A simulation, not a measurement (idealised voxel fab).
Process module in this document: voxel released beams
Section shown: cut. Width: 285 nm. Cell size: 5 nm, square.
Just so we're on the same page, the cross-sections are grids of square cells, and they're listed out in bands top to bottom, each band one or more rows deep. Heights first: top, then bottom, in nm. Then materials, left to right, each with a width in nm. "all across" on a single material: fills the band edge to edge. "air": empty space. Height datum 0, below which the as-received substrate wafer is one material. Lowest band open at the bottom, running downward: "from 0 down". Top row gets the first number, bottom row gets the second, and each row in between changes by the same step: that is how a band width like "30..40" works. Basically "nothing altered" means that step didn't change any cell in the cross-section. Trapped voids: empty space of 8 cells or more with no open way to the top, each as width x height at its distance from the left edge, in nm. That trailing text on a step's line, after the settings, is the simulator's own remark on the step. overlay nm: on a step with a mask, how far right of its planned place the mask lay; negative means left.
**The process steps that were planned are listed below**
| 1 | RECEIVE (material Si) |
| 2 | CONFORMAL_DEP (material SiN; thk nm 10) |
| 3 | DIRECTIONAL_DEP (material SiO2; thk nm 10) |
| 4 | MASKED_ETCH (tone open; mask id ANCHOR; width nm 15; etch materials SiO2; depth nm 10; overlay nm 0) |
| 5 | CONFORMAL_DEP (material polySi; thk nm 10) |
| 6 | DIRECTIONAL_DEP (material aC; thk nm 15) |
| 7 | PATTERN (tone cover; mask id BEAM; material resist; width nm 90; thk nm 30; overlay nm 0) |
| 8 | DIRECTIONAL_ETCH (etch materials aC; depth nm 15) |
| 9 | STRIP (etch materials resist) |
| 10 | DIRECTIONAL_ETCH (etch materials polySi; depth nm 10) |
| 11 | STRIP (etch materials aC) |
| 12 | STRIP (etch materials SiO2) |
The wafers in this document start out alike and differ in the width nm applied at step 4; the plan shows the value used for the first wafer.
**The first of several wafers, as received after step 1, seen in section**
from 0 down  Si all across
Trapped voids: none
**Take any row and you have a wafer at the end of the module: how many cells of each material it has gained (+) or lost (-) since it was received, and then its closed voids**
width nm 15; +114 SiN; +42 polySi; Trapped voids: none
width nm 20; +114 SiN; +44 polySi; Trapped voids: none
width nm 25; +114 SiN; +44 polySi; Trapped voids: none
width nm 30; +114 SiN; +44 polySi; Trapped voids: none
width nm 35; +114 SiN; +44 polySi; Trapped voids: none
width nm 40; +114 SiN; +44 polySi; Trapped voids: none
